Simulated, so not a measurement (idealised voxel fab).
This is a process module. Its name is voxel quadruple lines.
We display cut, a cross-section 275 nm in width whose square cells are each 5 nm.
If you're reading a cross-section in this doc, picture square cells in a grid; it comes to you as bands, top ones listed first down to the bottom, and a band can be one or more rows of cells. First you get the band's top height and its bottom height, in nm, and then the materials it's made of, left to right, with each width in nm. If you see a single material with "edge to edge", that one covers the band edge to edge. "empty" is empty space. Heights are reckoned from 0. Under this level, the received wafer is all of one material. The bottommost band is open-ended downward, for example "0..down". Width "30 to 40": first value at the band's top row of cells, second value at its bottom row, equal change from row to row. What does "everything unchanged" mean for a step? It means no cell of the cross-section changed in that step. In "Enclosed void inventory" the enclosed voids are listed, meaning empty spaces of 8 cells or larger without any opening to the top. The form is width x height at distance, distance from the left edge, units nm. Heads up: the bit after the settings on a step's line is the simulator's remark on that step. On any step carrying a mask, the "overlay nm" setting, if present on the step's line, tells how far right of its planned place the mask lay; negative values point to the left.
INTENDED PROCESS STEPS
1) RECEIVE, material Si
2) CONFORMAL_DEP, material SiO2, thk nm 5
3) DIRECTIONAL_DEP, material Ru, thk nm 5
4) DIRECTIONAL_DEP, material polySi, thk nm 20
5) DIRECTIONAL_DEP, material aC, thk nm 20
6) PATTERN, tone cover, mask id MANDREL, material resist, width nm 30, thk nm 30, overlay nm 0
7) DIRECTIONAL_ETCH, etch materials aC, depth nm 20
8) STRIP, etch materials resist
9) CONFORMAL_DEP, material SiO2, thk nm 10
10) DIRECTIONAL_ETCH, etch materials SiO2, depth nm 10
11) STRIP, etch materials aC
12) DIRECTIONAL_ETCH, etch materials polySi, depth nm 20
13) STRIP, etch materials SiO2
14) CONFORMAL_DEP, material SiN, thk nm 10
15) DIRECTIONAL_ETCH, etch materials SiN, depth nm 10
16) STRIP, etch materials polySi
17) DIRECTIONAL_ETCH, etch materials Ru, depth nm 15
18) STRIP, etch materials SiN
The thk nm used in step 3 is not the same on every wafer, whereas the starting condition is; the value printed in the plan is the first wafer's.
INCOMING STATE OF THE FIRST OF SEVERAL WAFERS IN CROSS-SECTION: AFTER STEP 1
  0..down | Si edge to edge
  Enclosed void inventory: none
WHAT FOLLOWS IS A TABLE IN WHICH EACH WAFER OCCUPIES A ROW; FOR THE WAFER AS IT STANDS AT THE CLOSE OF THE MODULE, THE ROW STATES, MATERIAL BY MATERIAL, HOW MANY CELLS HAVE BEEN GAINED (+) OR LOST (-) SINCE RECEIPT, AND THEN GIVES ITS CLOSED VOIDS
thk nm 5 | +8 Ru | +55 SiO2 | Enclosed void inventory: none
thk nm 10 | +16 Ru | +55 SiO2 | Enclosed void inventory: none
thk nm 15 | +24 Ru | +55 SiO2 | Enclosed void inventory: none
thk nm 20 | +79 Ru | +55 SiO2 | Enclosed void inventory: none
thk nm 25 | +134 Ru | +55 SiO2 | Enclosed void inventory: none
thk nm 30 | +189 Ru | +55 SiO2 | Enclosed void inventory: none
